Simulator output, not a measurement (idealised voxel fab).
Presented below is a process module, voxel self aligned contacts.
Cross-section cut: width 170 nm, square cells of 5 nm.
Format of a cross-section: grid, square cells. Given as bands. Order: top down. Band: one or more rows of cells. Each band's line starts with the height of the band's top and of its bottom, in nm. Then come its materials from left to right, each with its width in nm. One material with "everywhere" fills the band from edge to edge. "blank" is empty space. Basically, 0 is our baseline, since under it the wafer straight out of the box is all one material. The bottom band has no lower end and keeps on going down, so it looks like "top 0, no bottom". Think of "30->40" as a width that walks from the first number to the second as you go down the band, top row to bottom row, taking equal-sized steps from row to row. Where the words "remained the same" appear for a step, the cross-section shows no cell changed by that step; every cell remained as before. "Closed void listing": empty spaces of 8 cells or more with no open way to the top, each given as width x height at distance, distance from the left edge, all in nm. Anything after a step's settings on that line? It's the simulator's own note about the step. overlay nm: on a step with a mask, how far right of its planned place the mask lay; negative means left.

SO HERE'S THE LINEUP OF PROCESS STEPS WE PLANNED
1 RECEIVE: material Si
2 CONFORMAL_DEP: material SiO2, thk nm 5
3 DIRECTIONAL_DEP: material polySi, thk nm 30
4 DIRECTIONAL_DEP: material SiN, thk nm 20
5 MASKED_ETCH: tone cover, mask id GATE, width nm 35, pitch nm 70, etch materials SiN, depth nm 20, overlay nm 0
6 MASKED_ETCH: tone cover, mask id GATE, width nm 35, pitch nm 70, etch materials polySi, depth nm 30, overlay nm 0
7 CONFORMAL_DEP: material SiN, thk nm 5
8 DIRECTIONAL_ETCH: etch materials SiN, depth nm 5
9 FILL_DEP: material SiO2, thk nm 20
10 CMP: height nm 65
11 MASKED_ETCH: tone open, mask id CONTACT, width nm 45, etch materials SiO2, depth nm 55, overlay nm 0
12 CONFORMAL_DEP: material TiN, thk nm 5
13 FILL_DEP: material Ru, thk nm 10
14 CMP: height nm 65
15 CONFORMAL_DEP: material SiCN, thk nm 5
Across this set of wafers, the varied parameter is the depth nm of step 11. Starting conditions are identical for every wafer, and the plan reports the value assigned to the first wafer.

FIRST OF SEVERAL WAFERS, RECEIVED AFTER STEP 1, IN CROSS-SECTION
> top 0, no bottom  Si everywhere
> Closed void listing: none

WAFER ROWS, END OF MODULE: CELLS PER MATERIAL GAINED (+) OR LOST (-) SINCE RECEIPT; CLOSED VOIDS LAST
depth nm 55; +34 Ru; +34 SiCN; +96 SiN; +199 SiO2; +29 TiN; +84 polySi; Closed void listing: none
depth nm 60; +37 Ru; +34 SiCN; +96 SiN; +194 SiO2; +31 TiN; +84 polySi; Closed void listing: none
depth nm 65; +40 Ru; +34 SiCN; +96 SiN; +189 SiO2; +33 TiN; +84 polySi; Closed void listing: none
depth nm 70; +40 Ru; +34 SiCN; +96 SiN; +189 SiO2; +33 TiN; +84 polySi; Closed void listing: none
depth nm 75; +40 Ru; +34 SiCN; +96 SiN; +189 SiO2; +33 TiN; +84 polySi; Closed void listing: none
depth nm 80; +40 Ru; +34 SiCN; +96 SiN; +189 SiO2; +33 TiN; +84 polySi; Closed void listing: none
